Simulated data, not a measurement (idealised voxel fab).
The following is a process module called voxel transistor to metal.
Section cut is 150 nm wide and gridded with 5 nm square cells.
Cross-section layout: square cells on a grid; listed as bands, top to bottom; a band spans one or more cell rows. A band entry consists of two parts. The first gives the height of the band's top and the height of its bottom, in nm. The rest lists the band's materials from left to right, each with its width in nm. A single material labelled with the word "all across" fills the band from edge to edge, and the word "empty" marks empty space. Beneath 0, the wafer as received is one material, and that level is where height counting begins. The lowest band goes on downward without a bottom; it is written like "0 and below". A width given as "30 to 40" starts at the first number in the band's top row and ends at the second number in its bottom row, shifting by an equal amount at every step from row to row. "no modification" means the step left every cell of the cross-section as it was. Any empty space of 8 cells or more lacking an open way to the top shows up in "Enclosed cavity list" as width x height at distance, distance from the left edge, in nm. The remark found on a step's line after its settings is issued by the simulator itself and pertains to that step. "overlay nm" on a masked step: distance the mask lay right of its planned place, negative for left.

Steps planned for the process
- 1: RECEIVE: material Si
- 2: CONFORMAL_DEP: material SiO2, thk nm 5
- 3: CONFORMAL_DEP: material SiN, thk nm 15
- 4: DIRECTIONAL_DEP: material aC, thk nm 15
- 5: PATTERN: tone cover, mask id ACTIVE, material resist, width nm 95, thk nm 30, overlay nm 0
- 6: DIRECTIONAL_ETCH: etch materials aC, depth nm 15
- 7: STRIP: etch materials resist
- 8: DIRECTIONAL_ETCH: etch materials SiN, depth nm 15
- 9: DIRECTIONAL_ETCH: etch materials SiO2, depth nm 5
- 10: DIRECTIONAL_ETCH: etch materials Si, depth nm 30
- 11: STRIP: etch materials aC
- 12: FILL_DEP: material SiO2, thk nm 10
- 13: CMP: height nm 20
- 14: SELECTIVE_ETCH: etch materials SiO2, depth nm 10
- 15: STRIP: etch materials SiN
- 16: SELECTIVE_ETCH: etch materials SiO2, depth nm 5
- 17: OXIDIZE: depth nm 5
- 18: DIRECTIONAL_DEP: material polySi, thk nm 25
- 19: DIRECTIONAL_DEP: material SiCN, thk nm 15
- 20: PATTERN: tone cover, mask id GATE, material resist, width nm 15, thk nm 15, overlay nm 0
- 21: DIRECTIONAL_ETCH: etch materials SiCN, depth nm 25
- 22: DIRECTIONAL_ETCH: etch materials polySi, depth nm 35
- 23: STRIP: etch materials resist
- 24: CONFORMAL_DEP: material SiN, thk nm 10
- 25: DIRECTIONAL_ETCH: etch materials SiN, depth nm 10
- 26: DIRECTIONAL_ETCH: etch materials SiO2, depth nm 5
- 27: EPI: material SiGe, thk nm 5
- 28: FILL_DEP: material SiO2, thk nm 10
- 29: CMP: height nm 40
- 30: DIRECTIONAL_DEP: material SiO2, thk nm 15
- 31: MASKED_ETCH: tone open, mask id CONTACT, width nm 20, pitch nm 65, etch materials SiO2, depth nm 55, overlay nm 0
- 32: CONFORMAL_DEP: material TiN, thk nm 5
- 33: FILL_DEP: material W, thk nm 10
- 34: CMP: height nm 55
- 35: CONFORMAL_DEP: material SiCN, thk nm 5
- 36: DIRECTIONAL_DEP: material SiO2, thk nm 25
- 37: DIRECTIONAL_DEP: material aC, thk nm 10
- 38: PATTERN: tone open, mask id METAL_1, material resist, width nm 20, pitch nm 65, thk nm 25, overlay nm 0
- 39: DIRECTIONAL_ETCH: etch materials aC, depth nm 10
- 40: STRIP: etch materials resist
- 41: DIRECTIONAL_ETCH: etch materials SiO2, depth nm 25
- 42: DIRECTIONAL_ETCH: etch materials SiCN, depth nm 5
- 43: STRIP: etch materials aC
- 44: CONFORMAL_DEP: material TiN, thk nm 5
- 45: FILL_DEP: material Cu, thk nm 10
- 46: CMP: height nm 85
- 47: EPI: material Ru, thk nm 5
- 48: FILL_DEP: material SiCN, thk nm 5
- 49: DIRECTIONAL_DEP: material SiO2, thk nm 25
- 50: PATTERN: tone open, mask id METAL_2, material resist, width nm 15, pitch nm 65, thk nm 20, overlay nm 0
- 51: DIRECTIONAL_ETCH: etch materials SiO2, depth nm 15
- 52: STRIP: etch materials resist
- 53: DIRECTIONAL_DEP: material aC, thk nm 10
- 54: PATTERN: tone open, mask id METAL_2_HOLES, material resist, width nm 15, pitch nm 65, thk nm 30, overlay nm 0
- 55: DIRECTIONAL_ETCH: etch materials aC, depth nm 10
- 56: STRIP: etch materials resist
- 57: DIRECTIONAL_ETCH: etch materials SiO2, depth nm 10
- 58: DIRECTIONAL_ETCH: etch materials SiCN, depth nm 5
- 59: STRIP: etch materials aC
- 60: CONFORMAL_DEP: material TiN, thk nm 5
- 61: FILL_DEP: material Cu, thk nm 5
- 62: CMP: height nm 120
- 63: CONFORMAL_DEP: material SiN, thk nm 5
Same starting wafers, different width nm at step 50. Plan value belongs to the first wafer.

Cross-section: the first of several wafers in its as-received state, i.e. following step 1
* 0 and below | Si all across
* Enclosed cavity list: none

Wafer rows; end of module; cells per material since receipt: (+) gained, (-) lost; then closed voids
width nm 15; +26 Cu; +12 Ru; -85 Si; +75 SiCN; +10 SiGe; +66 SiN; +487 SiO2; +104 TiN; +40 W; +15 polySi; Enclosed cavity list: none
width nm 20; +34 Cu; +12 Ru; -85 Si; +73 SiCN; +10 SiGe; +66 SiN; +481 SiO2; +104 TiN; +40 W; +15 polySi; Enclosed cavity list: none
width nm 25; +38 Cu; +12 Ru; -85 Si; +73 SiCN; +10 SiGe; +66 SiN; +475 SiO2; +106 TiN; +40 W; +15 polySi; Enclosed cavity list: none
width nm 30; +42 Cu; +12 Ru; -85 Si; +73 SiCN; +10 SiGe; +66 SiN; +469 SiO2; +108 TiN; +40 W; +15 polySi; Enclosed cavity list: none
width nm 35; +46 Cu; +12 Ru; -85 Si; +73 SiCN; +10 SiGe; +66 SiN; +463 SiO2; +110 TiN; +40 W; +15 polySi; Enclosed cavity list: none
